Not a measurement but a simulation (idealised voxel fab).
Presented below is a process module, voxel transistor to metal.
It is cross-section cut that appears here, measuring 165 nm in width, its square cells being 5 nm in size.
The cross-sections in this document take the form of a grid made of square cells. They are written out as bands, in order from top to bottom. Each band consists of one or more rows of cells.
Heights first: top, then bottom, in nm. Then materials, left to right, each with a width in nm. "full width" on a single material: fills the band edge to edge. "empty": empty space.
Heights are reckoned from 0. Under this level, the received wafer is all of one material. The bottommost band is open-ended downward, for example "0 down".
With a width like "30->40", each row of cells in the band differs from the next by the same amount, the top row carrying the first number and the bottom row the second.
Basically "nothing was modified" means that step didn't change any cell in the cross-section.
The list in "Sealed internal voids" covers empty spaces of 8 cells or more that cannot reach the top through any open way, and it gives each as width x height at distance; the distance is from the left edge, and width, height and distance are in nm.
It should be noted that, on the line of a given step, the content following the step's settings is a remark produced by the simulator itself with respect to that step.
"overlay nm" on a masked step: distance the mask lay right of its planned place, negative for left.
The steps planned for the process are as follows:
1,RECEIVE, material Si
2,CONFORMAL_DEP, material SiO2, thk nm 5
3,CONFORMAL_DEP, material SiN, thk nm 10
4,DIRECTIONAL_DEP, material aC, thk nm 15
5,PATTERN, tone cover, mask id ACTIVE, material resist, width nm 105, thk nm 30, overlay nm 0
6,DIRECTIONAL_ETCH, etch materials aC, depth nm 15
7,STRIP, etch materials resist
8,DIRECTIONAL_ETCH, etch materials SiN, depth nm 10
9,DIRECTIONAL_ETCH, etch materials SiO2, depth nm 5
10,DIRECTIONAL_ETCH, etch materials Si, depth nm 35
11,STRIP, etch materials aC
12,FILL_DEP, material SiO2, thk nm 10
13,CMP, height nm 15
14,SELECTIVE_ETCH, etch materials SiO2, depth nm 5
15,STRIP, etch materials SiN
16,SELECTIVE_ETCH, etch materials SiO2, depth nm 5
17,OXIDIZE, depth nm 5
18,DIRECTIONAL_DEP, material polySi, thk nm 30
19,DIRECTIONAL_DEP, material SiCN, thk nm 10
20,PATTERN, tone cover, mask id GATE, material resist, width nm 25, thk nm 20, overlay nm 0
21,DIRECTIONAL_ETCH, etch materials SiCN, depth nm 20
22,DIRECTIONAL_ETCH, etch materials polySi, depth nm 40
23,STRIP, etch materials resist
24,CONFORMAL_DEP, material SiN, thk nm 10
25,DIRECTIONAL_ETCH, etch materials SiN, depth nm 10
26,DIRECTIONAL_ETCH, etch materials SiO2, depth nm 5
27,DIRECTIONAL_ETCH, etch materials Si, depth nm 5
28,EPI, material pSi, thk nm 5
29,FILL_DEP, material SiO2, thk nm 10
30,CMP, height nm 40
31,DIRECTIONAL_DEP, material SiO2, thk nm 15
32,PATTERN, tone open, mask id CONTACT, material resist, width nm 30, pitch nm 65, thk nm 20, overlay nm 0
33,DIRECTIONAL_ETCH, etch materials SiO2, depth nm 60
34,STRIP, etch materials resist
35,CONFORMAL_DEP, material TiN, thk nm 5
36,FILL_DEP, material Ru, thk nm 5
37,CMP, height nm 55
38,DIRECTIONAL_DEP, material TiN, thk nm 5
39,DIRECTIONAL_DEP, material Ru, thk nm 20
40,PATTERN, tone cover, mask id METAL_1, material resist, width nm 15, pitch nm 80, thk nm 20, overlay nm 0
41,DIRECTIONAL_ETCH, etch materials Ru, depth nm 20
42,DIRECTIONAL_ETCH, etch materials TiN, depth nm 5
43,STRIP, etch materials resist
44,CONFORMAL_DEP, material SiN, thk nm 5
45,FILL_DEP, material lowk, thk nm 10
46,CMP, height nm 80
47,CONFORMAL_DEP, material SiN, thk nm 5
As-received wafer cross-section (after step 1):
	0 down  Si full width
	Sealed internal voids: none
First of two wafers, end-of-module section, run followed plan:
	85 to 80  SiN full width
	80 to 60  lowk (30), SiN (5), Ru (15), SiN (5), lowk (55), SiN (5), Ru (15), SiN (5), lowk (30)
	60 to 55  SiN (35), TiN (15), SiN (65), TiN (15), SiN (35)
	55 to 45  SiO2 (35), TiN (5), Ru (20), TiN (5), SiO2 (35), TiN (5), Ru (20), TiN (5), SiO2 (35)
	45 to 40  SiO2 (35), TiN (5), Ru (15), TiN (10), SiO2 (35), TiN (10), Ru (15), TiN (5), SiO2 (35)
	40 to 30  SiO2 (35), TiN (5), Ru (15), TiN (5), SiN (10), SiCN (25), SiN (10), TiN (5), Ru (15), TiN (5), SiO2 (35)
	30 to 5  SiO2 (35), TiN (5), Ru (15), TiN (5), SiN (10), polySi (25), SiN (10), TiN (5), Ru (15), TiN (5), SiO2 (35)
	5 to 0  SiO2 (25), SiN (10), TiN (10), Ru (5), TiN (10), SiN (10), polySi (25), SiN (10), TiN (10), Ru (5), TiN (10), SiN (10), SiO2 (25)
	0 to -5  SiO2 (35), pSi (5), TiN (15), pSi (5), SiO2 (45), pSi (5), TiN (15), pSi (5), SiO2 (35)
	-5 to -10  SiO2 (30), Si (5), pSi (25), Si (45), pSi (25), Si (5), SiO2 (30)
	-10 to -35  SiO2 (30), Si (105), SiO2 (30)
	-35 down  Si full width
	Sealed internal voids: none
Cross-sectional view: second of two wafers, end of module; start and plan identical to the first, one mistake in running:
	85 to 80  SiN full width
	80 to 60  lowk (30), SiN (5), Ru (15), SiN (5), lowk (55), SiN (5), Ru (15), SiN (5), lowk (30)
	60 to 55  SiN (35), TiN (15), SiN (65), TiN (15), SiN (35)
	55 to 45  Ru (30), TiN (5), SiO2 (30), TiN (5), Ru (25), TiN (5), SiO2 (30), TiN (5), Ru (30)
	45 to 40  Ru (30), TiN (5), SiO2 (30), TiN (35), SiO2 (30), TiN (5), Ru (30)
	40 to 30  Ru (30), TiN (5), SiO2 (25), SiN (10), SiCN (25), SiN (10), SiO2 (25), TiN (5), Ru (30)
	30 to 10  Ru (30), TiN (5), SiO2 (25), SiN (10), polySi (25), SiN (10), SiO2 (25), TiN (5), Ru (30)
	10 to 5  Ru (20), TiN (15), SiO2 (25), SiN (10), polySi (25), SiN (10), SiO2 (25), TiN (15), Ru (20)
	5 to 0  Ru (20), TiN (5), SiN (10), SiO2 (25), SiN (10), polySi (25), SiN (10), SiO2 (25), SiN (10), TiN (5), Ru (20)
	0 to -5  TiN (25), SiO2 (10), pSi (5), SiO2 (15), pSi (5), SiO2 (45), pSi (5), SiO2 (15), pSi (5), SiO2 (10), TiN (25)
	-5 to -10  SiO2 (30), Si (5), pSi (25), Si (45), pSi (25), Si (5), SiO2 (30)
	-10 to -35  SiO2 (30), Si (105), SiO2 (30)
	-35 down  Si full width
	Sealed internal voids: none
Which mistake was made when the wafer was run? planned and actual differ for step 32; actual: PATTERN, tone cover, mask id CONTACT, material resist, width nm 30, pitch nm 65, thk nm 20, overlay nm 0
Once processing is complete, comparing cell counts shows that the second wafer has more or fewer of certain materials than the first: 68 more of Ru; 59 fewer of SiO2; 9 fewer of TiN
